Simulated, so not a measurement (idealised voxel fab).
voxel self aligned contacts: a process module
We display cut, a cross-section 230 nm in width whose square cells are each 5 nm.
Each cross-section below is a grid of square cells, stated as bands in top-down order, with one or more rows of cells making up each band. Read a band's entry like this: the first values are the height of its top and the height of its bottom in nm, and what follows is the sequence of materials from left to right, each with its width in nm. Note that "blank" is empty space, and that a single material marked "throughout" reaches across the band from edge to edge. Heights are measured from 0, the level below which the as-received wafer is all one material; the lowest band has no bottom and continues downward, written as in "from 0 down". A two-number width, for instance "30->40", indicates that the width is equal to the first number in the top row of the band and to the second number in the bottom row, and that it changes by a constant amount per row of cells. "changes: none" for a step: no cell of the cross-section changed in that step. The entry "Sealed-off cavities" lists the empty spaces that cover at least 8 cells and have no open path to the top. Each is written as width x height at distance, where the distance is measured from the left edge and all three values are in nm. Anything after a step's settings on that line? It's the simulator's own note about the step. If you see "overlay nm" on a step's line and that step has a mask, it's telling you how far right of where it was planned the mask ended up; a negative number means it went left instead. Read the rest as pairs. Take the cross-section before one process step, then the cross-section after it, which shows only down to the lowest band that changed. Under the pair, find the step between them and its settings. Bear in mind that pairs may come from different runs of this module on the same starting wafer: link a pair to the pair above it only where its entry headed "Incoming structure" says to.
Incoming structure
  from 5 to 0: SiO2 throughout
  from 0 down: Si throughout
  Sealed-off cavities: none
State After Step
  from 30 to 5: polySi throughout
  Anything lower than 5 is untouched.
  Sealed-off cavities: none
Step between the cross-sections above: DIRECTIONAL_DEP (material polySi; thk nm 25)
Incoming structure: It is represented by the cross-section appearing after the step of the pair directly above.
State After Step
  from 45 to 30: SiN throughout
  Anything lower than 30 is untouched.
  Sealed-off cavities: none
Step between the cross-sections above: DIRECTIONAL_DEP (material SiN; thk nm 15)
Incoming structure: It is represented by the cross-section appearing after the step of the pair directly above.
State After Step
  from 60 to 45: aC throughout
  Anything lower than 45 is untouched.
  Sealed-off cavities: none
Step between the cross-sections above: DIRECTIONAL_DEP (material aC; thk nm 15)
Incoming structure: It is represented by the cross-section appearing after the step of the pair directly above.
State After Step
  from 90 to 60: blank=45, resist=30, blank=25, resist=30, blank=25, resist=30, blank=45
  Anything lower than 60 is untouched.
  Sealed-off cavities: none
Step between the cross-sections above: PATTERN (tone cover; mask id GATE; material resist; width nm 30; pitch nm 55; thk nm 30; overlay nm 0)
Incoming structure: It is represented by the cross-section appearing after the step of the pair directly above.
State After Step
  from 75 to 60: blank=45, resist=30, blank=25, resist=30, blank=25, resist=30, blank=45
  from 60 to 45: blank=45, aC=30, blank=25, aC=30, blank=25, aC=30, blank=45
  Anything lower than 45 is untouched.
  Sealed-off cavities: none
Step between the cross-sections above: DIRECTIONAL_ETCH (etch materials aC; depth nm 15)
Incoming structure: It is represented by the cross-section appearing after the step of the pair directly above.
State After Step
  from 60 to 45: blank=45, aC=30, blank=25, aC=30, blank=25, aC=30, blank=45
  Anything lower than 45 is untouched.
  Sealed-off cavities: none
Step between the cross-sections above: STRIP (etch materials resist)
Incoming structure: It is represented by the cross-section appearing after the step of the pair directly above.
State After Step
  from 60 to 45: blank=45, aC=30, blank=25, aC=30, blank=25, aC=30, blank=45
  from 45 to 30: blank=45, SiN=30, blank=25, SiN=30, blank=25, SiN=30, blank=45
  Anything lower than 30 is untouched.
  Sealed-off cavities: none
Step between the cross-sections above: DIRECTIONAL_ETCH (etch materials SiN; depth nm 15)
Incoming structure: It is represented by the cross-section appearing after the step of the pair directly above.
State After Step
  from 60 to 45: blank=45, aC=30, blank=25, aC=30, blank=25, aC=30, blank=45
  from 45 to 30: blank=45, SiN=30, blank=25, SiN=30, blank=25, SiN=30, blank=45
  from 30 to 10: blank=45, polySi=30, blank=25, polySi=30, blank=25, polySi=30, blank=45
  Anything lower than 10 is untouched.
  Sealed-off cavities: none
Step between the cross-sections above: DIRECTIONAL_ETCH (etch materials polySi; depth nm 20)
Incoming structure: It is represented by the cross-section appearing after the step of the pair directly above.
State After Step
  from 45 to 30: blank=45, SiN=30, blank=25, SiN=30, blank=25, SiN=30, blank=45
  Anything lower than 30 is untouched.
  Sealed-off cavities: none
Step between the cross-sections above: STRIP (etch materials aC)
Incoming structure: It is represented by the cross-section appearing after the step of the pair directly above.
State After Step
  from 50 to 30: blank=40, SiN=40, blank=15, SiN=40, blank=15, SiN=40, blank=40
  from 30 to 15: blank=40, SiN=5, polySi=30, SiN=5, blank=15, SiN=5, polySi=30, SiN=5, blank=15, SiN=5, polySi=30, SiN=5, blank=40
  from 15 to 10: SiN=45, polySi=30, SiN=25, polySi=30, SiN=25, polySi=30, SiN=45
  Anything lower than 10 is untouched.
  Sealed-off cavities: none
Step between the cross-sections above: CONFORMAL_DEP (material SiN; thk nm 5)
Incoming structure: It is represented by the cross-section appearing after the step of the pair directly above.
State After Step
  from 45 to 30: blank=40, SiN=40, blank=15, SiN=40, blank=15, SiN=40, blank=40
  from 30 to 10: blank=40, SiN=5, polySi=30, SiN=5, blank=15, SiN=5, polySi=30, SiN=5, blank=15, SiN=5, polySi=30, SiN=5, blank=40
  Anything lower than 10 is untouched.
  Sealed-off cavities: none
Step between the cross-sections above: DIRECTIONAL_ETCH (etch materials SiN; depth nm 5)
Incoming structure: It is represented by the cross-section appearing after the step of the pair directly above.
State After Step
  from 60 to 45: SiO2 throughout
  from 45 to 30: SiO2=40, SiN=40, SiO2=15, SiN=40, SiO2=15, SiN=40, SiO2=40
  from 30 to 10: SiO2=40, SiN=5, polySi=30, SiN=5, SiO2=15, SiN=5, polySi=30, SiN=5, SiO2=15, SiN=5, polySi=30, SiN=5, SiO2=40
  Anything lower than 10 is untouched.
  Sealed-off cavities: none
Step between the cross-sections above: FILL_DEP (material SiO2; thk nm 15)
Incoming structure: It is represented by the cross-section appearing after the step of the pair directly above.
State After Step
  from 50 to 45: SiO2 throughout
  Anything lower than 45 is untouched.
  Sealed-off cavities: none
Step between the cross-sections above: CMP (height nm 50)
Incoming structure: It is represented by the cross-section appearing after the step of the pair directly above.
State After Step
  from 65 to 50: aC throughout
  Anything lower than 50 is untouched.
  Sealed-off cavities: none
Step between the cross-sections above: DIRECTIONAL_DEP (material aC; thk nm 15)
Incoming structure: It is represented by the cross-section appearing after the step of the pair directly above.
State After Step
  from 100 to 65: resist=70, blank=35, resist=20, blank=35, resist=70
  Anything lower than 65 is untouched.
  Sealed-off cavities: none
Step between the cross-sections above: PATTERN (tone open; mask id CONTACT; material resist; width nm 35; pitch nm 55; thk nm 35; overlay nm 0)
Incoming structure: It is represented by the cross-section appearing after the step of the pair directly above.
State After Step
  from 85 to 65: resist=70, blank=35, resist=20, blank=35, resist=70
  from 65 to 50: aC=70, blank=35, aC=20, blank=35, aC=70
  Anything lower than 50 is untouched.
  Sealed-off cavities: none
Step between the cross-sections above: DIRECTIONAL_ETCH (etch materials aC; depth nm 15)
Incoming structure: It is represented by the cross-section appearing after the step of the pair directly above.
State After Step
  from 65 to 50: aC=70, blank=35, aC=20, blank=35, aC=70
  Anything lower than 50 is untouched.
  Sealed-off cavities: none
Step between the cross-sections above: STRIP (etch materials resist)
Incoming structure: It is represented by the cross-section appearing after the step of the pair directly above.
State After Step
  from 65 to 50: aC=70, blank=35, aC=20, blank=35, aC=70
  from 50 to 45: SiO2=70, blank=35, SiO2=20, blank=35, SiO2=70
  from 45 to 30: SiO2=40, SiN=40, blank=15, SiN=40, blank=15, SiN=40, SiO2=40
  from 30 to 10: SiO2=40, SiN=5, polySi=30, SiN=5, blank=15, SiN=5, polySi=30, SiN=5, blank=15, SiN=5, polySi=30, SiN=5, SiO2=40
  Anything lower than 10 is untouched.
  Sealed-off cavities: none
Step between the cross-sections above: DIRECTIONAL_ETCH (etch materials SiO2; depth nm 50)
Incoming structure: It is represented by the cross-section appearing after the step of the pair directly above.
State After Step
  from 50 to 45: SiO2=70, blank=35, SiO2=20, blank=35, SiO2=70
  Anything lower than 45 is untouched.
  Sealed-off cavities: none
Step between the cross-sections above: STRIP (etch materials aC)
Incoming structure: It is represented by the cross-section appearing after the step of the pair directly above.
State After Step
  from 55 to 50: TiN=75, blank=25, TiN=30, blank=25, TiN=75
  from 50 to 45: SiO2=70, TiN=15, blank=5, TiN=15, SiO2=20, TiN=15, blank=5, TiN=15, SiO2=70
  from 45 to 30: SiO2=40, SiN=40, TiN=5, blank=5, TiN=5, SiN=40, TiN=5, blank=5, TiN=5, SiN=40, SiO2=40
  from 30 to 15: SiO2=40, SiN=5, polySi=30, SiN=5, TiN=5, blank=5, TiN=5, SiN=5, polySi=30, SiN=5, TiN=5, blank=5, TiN=5, SiN=5, polySi=30, SiN=5, SiO2=40
  from 15 to 10: SiO2=40, SiN=5, polySi=30, SiN=5, TiN=15, SiN=5, polySi=30, SiN=5, TiN=15, SiN=5, polySi=30, SiN=5, SiO2=40
  Anything lower than 10 is untouched.
  Sealed-off cavities: none
Step between the cross-sections above: CONFORMAL_DEP (material TiN; thk nm 5)
Incoming structure: It is represented by the cross-section appearing after the step of the pair directly above.
State After Step
  from 60 to 55: Ru throughout
  from 55 to 50: TiN=75, Ru=25, TiN=30, Ru=25, TiN=75
  from 50 to 45: SiO2=70, TiN=15, Ru=5, TiN=15, SiO2=20, TiN=15, Ru=5, TiN=15, SiO2=70
  from 45 to 30: SiO2=40, SiN=40, TiN=5, Ru=5, TiN=5, SiN=40, TiN=5, Ru=5, TiN=5, SiN=40, SiO2=40
  from 30 to 15: SiO2=40, SiN=5, polySi=30, SiN=5, TiN=5, Ru=5, TiN=5, SiN=5, polySi=30, SiN=5, TiN=5, Ru=5, TiN=5, SiN=5, polySi=30, SiN=5, SiO2=40
  Anything lower than 15 is untouched.
  Sealed-off cavities: none
Step between the cross-sections above: FILL_DEP (material Ru; thk nm 5)
Incoming structure: It is represented by the cross-section appearing after the step of the pair directly above.
State After Step
  from 50 to 45: SiO2=70, TiN=15, Ru=5, TiN=15, SiO2=20, TiN=15, Ru=5, TiN=15, SiO2=70
  Anything lower than 45 is untouched.
  Sealed-off cavities: none
Step between the cross-sections above: CMP (height nm 50)
Incoming structure: It is represented by the cross-section appearing after the step of the pair directly above.
State After Step
  from 55 to 50: SiCN throughout
  Anything lower than 50 is untouched.
  Sealed-off cavities: none
Step between the cross-sections above: CONFORMAL_DEP (material SiCN; thk nm 5)
Incoming structure
  from 55 to 40: aC throughout
  from 40 to 25: SiN throughout
  from 25 to 5: polySi throughout
  from 5 to 0: SiO2 throughout
  from 0 down: Si throughout
  Sealed-off cavities: none
State After Step
  from 85 to 55: blank=40, resist=40, blank=15, resist=40, blank=15, resist=40, blank=40
  Anything lower than 55 is untouched.
  Sealed-off cavities: none
Step between the cross-sections above: PATTERN (tone cover; mask id GATE; material resist; width nm 40; pitch nm 55; thk nm 30; overlay nm 0)
Incoming structure: It is represented by the cross-section appearing after the step of the pair directly above.
State After Step
  from 70 to 55: blank=40, resist=40, blank=15, resist=40, blank=15, resist=40, blank=40
  from 55 to 40: blank=40, aC=40, blank=15, aC=40, blank=15, aC=40, blank=40
  Anything lower than 40 is untouched.
  Sealed-off cavities: none
Step between the cross-sections above: DIRECTIONAL_ETCH (etch materials aC; depth nm 15)
Incoming structure: It is represented by the cross-section appearing after the step of the pair directly above.
State After Step
  from 55 to 40: blank=40, aC=40, blank=15, aC=40, blank=15, aC=40, blank=40
  Anything lower than 40 is untouched.
  Sealed-off cavities: none
Step between the cross-sections above: STRIP (etch materials resist)
Incoming structure: It is represented by the cross-section appearing after the step of the pair directly above.
State After Step
  from 55 to 40: blank=40, aC=40, blank=15, aC=40, blank=15, aC=40, blank=40
  from 40 to 25: blank=40, SiN=40, blank=15, SiN=40, blank=15, SiN=40, blank=40
  Anything lower than 25 is untouched.
  Sealed-off cavities: none
Step between the cross-sections above: DIRECTIONAL_ETCH (etch materials SiN; depth nm 15)
Incoming structure: It is represented by the cross-section appearing after the step of the pair directly above.
State After Step
  from 55 to 40: blank=40, aC=40, blank=15, aC=40, blank=15, aC=40, blank=40
  from 40 to 25: blank=40, SiN=40, blank=15, SiN=40, blank=15, SiN=40, blank=40
  from 25 to 5: blank=40, polySi=40, blank=15, polySi=40, blank=15, polySi=40, blank=40
  Anything lower than 5 is untouched.
  Sealed-off cavities: none
Step between the cross-sections above: DIRECTIONAL_ETCH (etch materials polySi; depth nm 20)
Incoming structure: It is represented by the cross-section appearing after the step of the pair directly above.
State After Step
  from 40 to 25: blank=40, SiN=40, blank=15, SiN=40, blank=15, SiN=40, blank=40
  Anything lower than 25 is untouched.
  Sealed-off cavities: none
Step between the cross-sections above: STRIP (etch materials aC)
Incoming structure: It is represented by the cross-section appearing after the step of the pair directly above.
State After Step
  from 45 to 25: blank=35, SiN=50, blank=5, SiN=50, blank=5, SiN=50, blank=35
  from 25 to 10: blank=35, SiN=5, polySi=40, SiN=5, blank=5, SiN=5, polySi=40, SiN=5, blank=5, SiN=5, polySi=40, SiN=5, blank=35
  from 10 to 5: SiN=40, polySi=40, SiN=15, polySi=40, SiN=15, polySi=40, SiN=40
  Anything lower than 5 is untouched.
  Sealed-off cavities: none
Step between the cross-sections above: CONFORMAL_DEP (material SiN; thk nm 5)
Incoming structure: It is represented by the cross-section appearing after the step of the pair directly above.
State After Step
  from 40 to 25: blank=35, SiN=50, blank=5, SiN=50, blank=5, SiN=50, blank=35
  from 25 to 5: blank=35, SiN=5, polySi=40, SiN=5, blank=5, SiN=5, polySi=40, SiN=5, blank=5, SiN=5, polySi=40, SiN=5, blank=35
  Anything lower than 5 is untouched.
  Sealed-off cavities: none
Step between the cross-sections above: DIRECTIONAL_ETCH (etch materials SiN; depth nm 5)
Incoming structure: It is represented by the cross-section appearing after the step of the pair directly above.
State After Step
  from 55 to 40: SiO2 throughout
  from 40 to 25: SiO2=35, SiN=50, SiO2=5, SiN=50, SiO2=5, SiN=50, SiO2=35
  from 25 to 5: SiO2=35, SiN=5, polySi=40, SiN=5, SiO2=5, SiN=5, polySi=40, SiN=5, SiO2=5, SiN=5, polySi=40, SiN=5, SiO2=35
  Anything lower than 5 is untouched.
  Sealed-off cavities: none
Step between the cross-sections above: FILL_DEP (material SiO2; thk nm 15)
Incoming structure: It is represented by the cross-section appearing after the step of the pair directly above.
State After Step
  from 50 to 40: SiO2 throughout
  Anything lower than 40 is untouched.
  Sealed-off cavities: none
Step between the cross-sections above: CMP (height nm 50)
Incoming structure: It is represented by the cross-section appearing after the step of the pair directly above.
State After Step
  from 65 to 50: aC throughout
  Anything lower than 50 is untouched.
  Sealed-off cavities: none
Step between the cross-sections above: DIRECTIONAL_DEP (material aC; thk nm 15)
Incoming structure: It is represented by the cross-section appearing after the step of the pair directly above.
State After Step
  from 100 to 65: resist=70, blank=35, resist=20, blank=35, resist=70
  Anything lower than 65 is untouched.
  Sealed-off cavities: none
Step between the cross-sections above: PATTERN (tone open; mask id CONTACT; material resist; width nm 35; pitch nm 55; thk nm 35; overlay nm 0)
Incoming structure: It is represented by the cross-section appearing after the step of the pair directly above.
State After Step
  from 85 to 65: resist=70, blank=35, resist=20, blank=35, resist=70
  from 65 to 50: aC=70, blank=35, aC=20, blank=35, aC=70
  Anything lower than 50 is untouched.
  Sealed-off cavities: none
Step between the cross-sections above: DIRECTIONAL_ETCH (etch materials aC; depth nm 15)
Incoming structure: It is represented by the cross-section appearing after the step of the pair directly above.
State After Step
  from 65 to 50: aC=70, blank=35, aC=20, blank=35, aC=70
  Anything lower than 50 is untouched.
  Sealed-off cavities: none
Step between the cross-sections above: STRIP (etch materials resist)
Incoming structure: It is represented by the cross-section appearing after the step of the pair directly above.
State After Step
  from 65 to 50: aC=70, blank=35, aC=20, blank=35, aC=70
  from 50 to 40: SiO2=70, blank=35, SiO2=20, blank=35, SiO2=70
  from 40 to 25: SiO2=35, SiN=50, blank=5, SiN=50, blank=5, SiN=50, SiO2=35
  from 25 to 5: SiO2=35, SiN=5, polySi=40, SiN=5, blank=5, SiN=5, polySi=40, SiN=5, blank=5, SiN=5, polySi=40, SiN=5, SiO2=35
  from 5 to 0: SiO2=85, blank=5, SiO2=50, blank=5, SiO2=85
  Anything lower than 0 is untouched.
  Sealed-off cavities: none
Step between the cross-sections above: DIRECTIONAL_ETCH (etch materials SiO2; depth nm 50)
Incoming structure: It is represented by the cross-section appearing after the step of the pair directly above.
State After Step
  from 50 to 40: SiO2=70, blank=35, SiO2=20, blank=35, SiO2=70
  Anything lower than 40 is untouched.
  Sealed-off cavities: none
Step between the cross-sections above: STRIP (etch materials aC)
Incoming structure: It is represented by the cross-section appearing after the step of the pair directly above.
State After Step
  from 55 to 50: TiN=75, blank=25, TiN=30, blank=25, TiN=75
  from 50 to 45: SiO2=70, TiN=5, blank=25, TiN=5, SiO2=20, TiN=5, blank=25, TiN=5, SiO2=70
  from 45 to 40: SiO2=70, TiN=35, SiO2=20, TiN=35, SiO2=70
  from 40 to 25: SiO2=35, SiN=50, TiN=5, SiN=50, TiN=5, SiN=50, SiO2=35
  from 25 to 5: SiO2=35, SiN=5, polySi=40, SiN=5, TiN=5, SiN=5, polySi=40, SiN=5, TiN=5, SiN=5, polySi=40, SiN=5, SiO2=35
  from 5 to 0: SiO2=85, TiN=5, SiO2=50, TiN=5, SiO2=85
  Anything lower than 0 is untouched.
  Sealed-off cavities: none
Step between the cross-sections above: CONFORMAL_DEP (material TiN; thk nm 5)
Incoming structure: It is represented by the cross-section appearing after the step of the pair directly above.
State After Step
  from 60 to 55: Ru throughout
  from 55 to 50: TiN=75, Ru=25, TiN=30, Ru=25, TiN=75
  from 50 to 45: SiO2=70, TiN=5, Ru=25, TiN=5, SiO2=20, TiN=5, Ru=25, TiN=5, SiO2=70
  Anything lower than 45 is untouched.
  Sealed-off cavities: none
Step between the cross-sections above: FILL_DEP (material Ru; thk nm 5)
Incoming structure: It is represented by the cross-section appearing after the step of the pair directly above.
State After Step
  from 50 to 45: SiO2=70, TiN=5, Ru=25, TiN=5, SiO2=20, TiN=5, Ru=25, TiN=5, SiO2=70
  Anything lower than 45 is untouched.
  Sealed-off cavities: none
Step between the cross-sections above: CMP (height nm 50)
Incoming structure: It is represented by the cross-section appearing after the step of the pair directly above.
State After Step
  from 55 to 50: SiCN throughout
  Anything lower than 50 is untouched.
  Sealed-off cavities: none
Step between the cross-sections above: CONFORMAL_DEP (material SiCN; thk nm 5)
Incoming structure
  from 55 to 40: aC throughout
  from 40 to 25: SiN throughout
  from 25 to 5: polySi throughout
  from 5 to 0: SiO2 throughout
  from 0 down: Si throughout
  Sealed-off cavities: none
State After Step
  from 85 to 55: blank=35, resist=30, blank=25, resist=30, blank=25, resist=30, blank=55
  Anything lower than 55 is untouched.
  Sealed-off cavities: none
Step between the cross-sections above: PATTERN (tone cover; mask id GATE; material resist; width nm 30; pitch nm 55; thk nm 30; overlay nm -10)
Incoming structure: It is represented by the cross-section appearing after the step of the pair directly above.
State After Step
  from 70 to 55: blank=35, resist=30, blank=25, resist=30, blank=25, resist=30, blank=55
  from 55 to 40: blank=35, aC=30, blank=25, aC=30, blank=25, aC=30, blank=55
  Anything lower than 40 is untouched.
  Sealed-off cavities: none
Step between the cross-sections above: DIRECTIONAL_ETCH (etch materials aC; depth nm 15)
Incoming structure: It is represented by the cross-section appearing after the step of the pair directly above.
State After Step
  from 55 to 40: blank=35, aC=30, blank=25, aC=30, blank=25, aC=30, blank=55
  Anything lower than 40 is untouched.
  Sealed-off cavities: none
Step between the cross-sections above: STRIP (etch materials resist)
Incoming structure: It is represented by the cross-section appearing after the step of the pair directly above.
State After Step
  from 55 to 40: blank=35, aC=30, blank=25, aC=30, blank=25, aC=30, blank=55
  from 40 to 25: blank=35, SiN=30, blank=25, SiN=30, blank=25, SiN=30, blank=55
  Anything lower than 25 is untouched.
  Sealed-off cavities: none
Step between the cross-sections above: DIRECTIONAL_ETCH (etch materials SiN; depth nm 15)
Incoming structure: It is represented by the cross-section appearing after the step of the pair directly above.
State After Step
  from 55 to 40: blank=35, aC=30, blank=25, aC=30, blank=25, aC=30, blank=55
  from 40 to 25: blank=35, SiN=30, blank=25, SiN=30, blank=25, SiN=30, blank=55
  from 25 to 5: blank=35, polySi=30, blank=25, polySi=30, blank=25, polySi=30, blank=55
  Anything lower than 5 is untouched.
  Sealed-off cavities: none
Step between the cross-sections above: DIRECTIONAL_ETCH (etch materials polySi; depth nm 20)
Incoming structure: It is represented by the cross-section appearing after the step of the pair directly above.
State After Step
  from 40 to 25: blank=35, SiN=30, blank=25, SiN=30, blank=25, SiN=30, blank=55
  Anything lower than 25 is untouched.
  Sealed-off cavities: none
Step between the cross-sections above: STRIP (etch materials aC)
Incoming structure: It is represented by the cross-section appearing after the step of the pair directly above.
State After Step
  from 45 to 25: blank=30, SiN=40, blank=15, SiN=40, blank=15, SiN=40, blank=50
  from 25 to 10: blank=30, SiN=5, polySi=30, SiN=5, blank=15, SiN=5, polySi=30, SiN=5, blank=15, SiN=5, polySi=30, SiN=5, blank=50
  from 10 to 5: SiN=35, polySi=30, SiN=25, polySi=30, SiN=25, polySi=30, SiN=55
  Anything lower than 5 is untouched.
  Sealed-off cavities: none
Step between the cross-sections above: CONFORMAL_DEP (material SiN; thk nm 5)
Incoming structure: It is represented by the cross-section appearing after the step of the pair directly above.
State After Step
  from 40 to 25: blank=30, SiN=40, blank=15, SiN=40, blank=15, SiN=40, blank=50
  from 25 to 5: blank=30, SiN=5, polySi=30, SiN=5, blank=15, SiN=5, polySi=30, SiN=5, blank=15, SiN=5, polySi=30, SiN=5, blank=50
  Anything lower than 5 is untouched.
  Sealed-off cavities: none
Step between the cross-sections above: DIRECTIONAL_ETCH (etch materials SiN; depth nm 5)
Incoming structure: It is represented by the cross-section appearing after the step of the pair directly above.
State After Step
  from 55 to 40: SiO2 throughout
  from 40 to 25: SiO2=30, SiN=40, SiO2=15, SiN=40, SiO2=15, SiN=40, SiO2=50
  from 25 to 5: SiO2=30, SiN=5, polySi=30, SiN=5, SiO2=15, SiN=5, polySi=30, SiN=5, SiO2=15, SiN=5, polySi=30, SiN=5, SiO2=50
  Anything lower than 5 is untouched.
  Sealed-off cavities: none
Step between the cross-sections above: FILL_DEP (material SiO2; thk nm 15)
Incoming structure: It is represented by the cross-section appearing after the step of the pair directly above.
State After Step
  from 50 to 40: SiO2 throughout
  Anything lower than 40 is untouched.
  Sealed-off cavities: none
Step between the cross-sections above: CMP (height nm 50)
Incoming structure: It is represented by the cross-section appearing after the step of the pair directly above.
State After Step
  from 65 to 50: aC throughout
  Anything lower than 50 is untouched.
  Sealed-off cavities: none
Step between the cross-sections above: DIRECTIONAL_DEP (material aC; thk nm 15)
Incoming structure: It is represented by the cross-section appearing after the step of the pair directly above.
State After Step
  from 100 to 65: resist=70, blank=35, resist=20, blank=35, resist=70
  Anything lower than 65 is untouched.
  Sealed-off cavities: none
Step between the cross-sections above: PATTERN (tone open; mask id CONTACT; material resist; width nm 35; pitch nm 55; thk nm 35; overlay nm 0)
Incoming structure: It is represented by the cross-section appearing after the step of the pair directly above.
State After Step
  from 85 to 65: resist=70, blank=35, resist=20, blank=35, resist=70
  from 65 to 50: aC=70, blank=35, aC=20, blank=35, aC=70
  Anything lower than 50 is untouched.
  Sealed-off cavities: none
Step between the cross-sections above: DIRECTIONAL_ETCH (etch materials aC; depth nm 15)
Incoming structure: It is represented by the cross-section appearing after the step of the pair directly above.
State After Step
  from 65 to 50: aC=70, blank=35, aC=20, blank=35, aC=70
  Anything lower than 50 is untouched.
  Sealed-off cavities: none
Step between the cross-sections above: STRIP (etch materials resist)
Incoming structure: It is represented by the cross-section appearing after the step of the pair directly above.
State After Step
  from 65 to 50: aC=70, blank=35, aC=20, blank=35, aC=70
  from 50 to 40: SiO2=70, blank=35, SiO2=20, blank=35, SiO2=70
  from 40 to 25: SiO2=30, SiN=40, blank=15, SiN=40, blank=15, SiN=40, SiO2=50
  from 25 to 5: SiO2=30, SiN=5, polySi=30, SiN=5, blank=15, SiN=5, polySi=30, SiN=5, blank=15, SiN=5, polySi=30, SiN=5, SiO2=50
  from 5 to 0: SiO2=70, blank=15, SiO2=40, blank=15, SiO2=90
  Anything lower than 0 is untouched.
  Sealed-off cavities: none
Step between the cross-sections above: DIRECTIONAL_ETCH (etch materials SiO2; depth nm 50)
Incoming structure: It is represented by the cross-section appearing after the step of the pair directly above.
State After Step
  from 50 to 40: SiO2=70, blank=35, SiO2=20, blank=35, SiO2=70
  Anything lower than 40 is untouched.
  Sealed-off cavities: none
Step between the cross-sections above: STRIP (etch materials aC)
Incoming structure: It is represented by the cross-section appearing after the step of the pair directly above.
State After Step
  from 55 to 50: TiN=75, blank=25, TiN=30, blank=25, TiN=75
  from 50 to 40: SiO2=70, TiN=5, blank=25->5, TiN=5->25, SiO2=20, TiN=5, blank=25->5, TiN=5->25, SiO2=70
  from 40 to 25: SiO2=30, SiN=40, TiN=5, blank=5, TiN=5, SiN=40, TiN=5, blank=5, TiN=5, SiN=40, SiO2=50
  from 25 to 5: SiO2=30, SiN=5, polySi=30, SiN=5, TiN=5, blank=5, TiN=5, SiN=5, polySi=30, SiN=5, TiN=5, blank=5, TiN=5, SiN=5, polySi=30, SiN=5, SiO2=50
  from 5 to 0: SiO2=70, TiN=15, SiO2=40, TiN=15, SiO2=90
  Anything lower than 0 is untouched.
  Sealed-off cavities: none
Step between the cross-sections above: CONFORMAL_DEP (material TiN; thk nm 5)
Incoming structure: It is represented by the cross-section appearing after the step of the pair directly above.
State After Step
  from 60 to 55: Ru throughout
  from 55 to 50: TiN=75, Ru=25, TiN=30, Ru=25, TiN=75
  from 50 to 40: SiO2=70, TiN=5, Ru=25->5, TiN=5->25, SiO2=20, TiN=5, Ru=25->5, TiN=5->25, SiO2=70
  from 40 to 25: SiO2=30, SiN=40, TiN=5, Ru=5, TiN=5, SiN=40, TiN=5, Ru=5, TiN=5, SiN=40, SiO2=50
  from 25 to 5: SiO2=30, SiN=5, polySi=30, SiN=5, TiN=5, Ru=5, TiN=5, SiN=5, polySi=30, SiN=5, TiN=5, Ru=5, TiN=5, SiN=5, polySi=30, SiN=5, SiO2=50
  Anything lower than 5 is untouched.
  Sealed-off cavities: none
Step between the cross-sections above: FILL_DEP (material Ru; thk nm 5)
Incoming structure: It is represented by the cross-section appearing after the step of the pair directly above.
State After Step
  from 50 to 40: SiO2=70, TiN=5, Ru=25->5, TiN=5->25, SiO2=20, TiN=5, Ru=25->5, TiN=5->25, SiO2=70
  Anything lower than 40 is untouched.
  Sealed-off cavities: none
Step between the cross-sections above: CMP (height nm 50)
Incoming structure: It is represented by the cross-section appearing after the step of the pair directly above.
State After Step
  from 55 to 50: SiCN throughout
  Anything lower than 50 is untouched.
  Sealed-off cavities: none
Step between the cross-sections above: CONFORMAL_DEP (material SiCN; thk nm 5)
Incoming structure
  from 40 to 25: blank=45, SiN=30, blank=25, SiN=30, blank=25, SiN=30, blank=45
  from 25 to 5: blank=45, polySi=30, blank=25, polySi=30, blank=25, polySi=30, blank=45
  from 5 to 0: SiO2 throughout
  from 0 down: Si throughout
  Sealed-off cavities: none
State After Step
  from 45 to 40: blank=40, polySi=40, blank=15, polySi=40, blank=15, polySi=40, blank=40
  from 40 to 25: blank=40, polySi=5, SiN=30, polySi=5, blank=15, polySi=5, SiN=30, polySi=5, blank=15, polySi=5, SiN=30, polySi=5, blank=40
  from 25 to 10: blank=40, polySi=40, blank=15, polySi=40, blank=15, polySi=40, blank=40
  from 10 to 5: polySi throughout
  Anything lower than 5 is untouched.
  Sealed-off cavities: none
Step between the cross-sections above: CONFORMAL_DEP (material polySi; thk nm 5)
Incoming structure: It is represented by the cross-section appearing after the step of the pair directly above.
State After Step
  from 60 to 45: SiO2 throughout
  from 45 to 40: SiO2=40, polySi=40, SiO2=15, polySi=40, SiO2=15, polySi=40, SiO2=40
  from 40 to 25: SiO2=40, polySi=5, SiN=30, polySi=5, SiO2=15, polySi=5, SiN=30, polySi=5, SiO2=15, polySi=5, SiN=30, polySi=5, SiO2=40
  from 25 to 10: SiO2=40, polySi=40, SiO2=15, polySi=40, SiO2=15, polySi=40, SiO2=40
  Anything lower than 10 is untouched.
  Sealed-off cavities: none
Step between the cross-sections above: FILL_DEP (material SiO2; thk nm 15)
Incoming structure: It is represented by the cross-section appearing after the step of the pair directly above.
State After Step
  from 50 to 45: SiO2 throughout
  Anything lower than 45 is untouched.
  Sealed-off cavities: none
Step between the cross-sections above: CMP (height nm 50)
Incoming structure: It is represented by the cross-section appearing after the step of the pair directly above.
State After Step
  from 65 to 50: aC throughout
  Anything lower than 50 is untouched.
  Sealed-off cavities: none
Step between the cross-sections above: DIRECTIONAL_DEP (material aC; thk nm 15)
Incoming structure: It is represented by the cross-section appearing after the step of the pair directly above.
State After Step
  from 100 to 65: resist=70, blank=35, resist=20, blank=35, resist=70
  Anything lower than 65 is untouched.
  Sealed-off cavities: none
Step between the cross-sections above: PATTERN (tone open; mask id CONTACT; material resist; width nm 35; pitch nm 55; thk nm 35; overlay nm 0)
Incoming structure: It is represented by the cross-section appearing after the step of the pair directly above.
State After Step
  from 85 to 65: resist=70, blank=35, resist=20, blank=35, resist=70
  from 65 to 50: aC=70, blank=35, aC=20, blank=35, aC=70
  Anything lower than 50 is untouched.
  Sealed-off cavities: none
Step between the cross-sections above: DIRECTIONAL_ETCH (etch materials aC; depth nm 15)
Incoming structure: It is represented by the cross-section appearing after the step of the pair directly above.
State After Step
  from 65 to 50: aC=70, blank=35, aC=20, blank=35, aC=70
  Anything lower than 50 is untouched.
  Sealed-off cavities: none
Step between the cross-sections above: STRIP (etch materials resist)
Incoming structure: It is represented by the cross-section appearing after the step of the pair directly above.
State After Step
  from 65 to 50: aC=70, blank=35, aC=20, blank=35, aC=70
  from 50 to 45: SiO2=70, blank=35, SiO2=20, blank=35, SiO2=70
  from 45 to 40: SiO2=40, polySi=40, blank=15, polySi=40, blank=15, polySi=40, SiO2=40
  from 40 to 25: SiO2=40, polySi=5, SiN=30, polySi=5, blank=15, polySi=5, SiN=30, polySi=5, blank=15, polySi=5, SiN=30, polySi=5, SiO2=40
  from 25 to 10: SiO2=40, polySi=40, blank=15, polySi=40, blank=15, polySi=40, SiO2=40
  Anything lower than 10 is untouched.
  Sealed-off cavities: none
Step between the cross-sections above: DIRECTIONAL_ETCH (etch materials SiO2; depth nm 50)
